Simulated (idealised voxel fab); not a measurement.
The following process module bears the name voxel plated lines.
Cross-section cut spans 235 nm and uses square cells 5 nm in size.
In this document a cross-section is written as a grid of square cells. It is given as a series of bands, listed from the top down, and a band is one or more rows of cells. It is stipulated that each band's entry specify, in nanometres, the height of the top of the band and then that of its bottom, followed by the materials of the band in left-to-right sequence, each together with its width in nanometres. A single material marked by the word "throughout" is understood to fill the band from edge to edge; the word "air" is understood to denote empty space. Basically, 0 is our baseline, since under it the wafer straight out of the box is all one material. The bottom band has no lower end and keeps on going down, so it looks like "0 and below". The width entry "30->40" should be interpreted row by row: the top row of cells in the band takes the first number, the bottom row takes the second number, and the change between adjacent rows is uniform throughout. Where the words "no change" appear for a step, the cross-section shows no cell changed by that step; every cell remained as before. Empty spaces counting at least 8 cells and having no open way to the top are listed in "Entrapped void list". The notation width x height at distance is used for each, the distance being from the left edge and all three values in nm. It should be noted that, on the line of a given step, the content following the step's settings is a remark produced by the simulator itself with respect to that step. Steps that use a mask can have "overlay nm" on their line. It says how far the mask sat to the right of where it was meant to be. Negative means to the left.

## These are the steps we planned for the process
1: RECEIVE (material Si)
2: CONFORMAL_DEP (material SiO2; thk nm 15)
3: DIRECTIONAL_DEP (material TiN; thk nm 5)
4: PATTERN (tone open; mask id LINES; material resist; width nm 25; pitch nm 45; thk nm 20; overlay nm 0)
5: EPI (material Ru; thk nm 10)
6: STRIP (etch materials resist)
7: DIRECTIONAL_ETCH (etch materials TiN; depth nm 5)
8: CONFORMAL_DEP (material SiO2; thk nm 5)

## As received (post step 1): cross-section
  0 and below: Si throughout
  Entrapped void list: none

## Final wafer profile in cross-section after the module, from the same start and plan as above, with one mistake made during processing
  35 down to 30: 65 nm SiO2 | 15 nm air | 30 nm SiO2 | 15 nm air | 30 nm SiO2 | 15 nm air | 65 nm SiO2
  30 down to 20: 60 nm Ru | 5 nm SiO2 | 15 nm air | 5 nm SiO2 | 20 nm Ru | 5 nm SiO2 | 15 nm air | 5 nm SiO2 | 20 nm Ru | 5 nm SiO2 | 15 nm air | 5 nm SiO2 | 60 nm Ru
  20 down to 15: 60 nm TiN | 25 nm SiO2 | 20 nm TiN | 25 nm SiO2 | 20 nm TiN | 25 nm SiO2 | 60 nm TiN
  15 down to 0: SiO2 throughout
  0 and below: Si throughout
  Entrapped void list: none
The plan and the run diverged here: the process deviated at step 4: the operation and settings actually run there were PATTERN (tone cover; mask id LINES; material resist; width nm 25; pitch nm 45; thk nm 20; overlay nm 0)
